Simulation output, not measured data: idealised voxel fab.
Presented below is a process module, voxel spacer lines.
Square cell edge 5 nm, section width 235 nm, ID cut.
Cross-section layout: square cells on a grid; listed as bands, top to bottom; a band spans one or more cell rows. What a band's entry tells you: where the top is and where the bottom is, as heights in nm, and after that what lies inside, material by material from left to right, each with its width in nm. Empty space is written as the word "blank", and a single material marked with the word "all across" occupies the band from edge to edge. Height is counted from the level 0, under which the received wafer is composed throughout of one material. The lowest of the bands is not closed at the bottom but continues downward, in the notation "0..down". The expression "30->40" gives the width at the extremes of the band, the first number at its top row of cells and the second at its bottom row, with the width changing by equal amounts from each row to the next in between. "remained unchanged" after a step means that no cell of the cross-section changed. For the entry "Closed-off voids", the listed items are empty spaces with no open way to the top whose size is 8 cells or more; each item follows the pattern width x height at distance, where distance is from the left edge and all three are in nm. after a step's settings: what the simulator itself notes on the step. Regarding "overlay nm": on a step with a mask, it is the distance the mask lay to the right of its planned place; a negative value places it to the left.
[The following list gives the planned process steps]
step 1: RECEIVE,material Si
step 2: CONFORMAL_DEP,material Al2O3,thk nm 5
step 3: DIRECTIONAL_DEP,material W,thk nm 10
step 4: DIRECTIONAL_DEP,material aC,thk nm 25
step 5: PATTERN,tone cover,mask id MANDREL,material resist,width nm 15,pitch nm 60,thk nm 35,overlay nm 0
step 6: DIRECTIONAL_ETCH,etch materials aC,depth nm 25
step 7: STRIP,etch materials resist
step 8: CONFORMAL_DEP,material SiO2,thk nm 15
step 9: DIRECTIONAL_ETCH,etch materials SiO2,depth nm 15
step 10: STRIP,etch materials aC
step 11: DIRECTIONAL_ETCH,etch materials W,depth nm 10
step 12: STRIP,etch materials SiO2
step 13: FILL_DEP,material lowk,thk nm 10
step 14: CMP,height nm 15
[As received (post step 1): cross-section]
* 0..down: Si all across
* Closed-off voids: none
[The following cross-section depicts the wafer upon conclusion of the module. Processing commenced from the starting condition illustrated above and adhered to the plan illustrated above, save for one mistake in execution]
* 15..5: lowk: 35 | W: 15 | lowk: 15 | W: 15 | lowk: 15 | W: 15 | lowk: 15 | W: 15 | lowk: 15 | W: 15 | lowk: 15 | W: 15 | lowk: 35
* 5..0: lowk all across
* 0..down: Si all across
* Closed-off voids: none
Finding, execution versus plan: planned and actual differ for step 2; actual: CONFORMAL_DEP,material lowk,thk nm 5
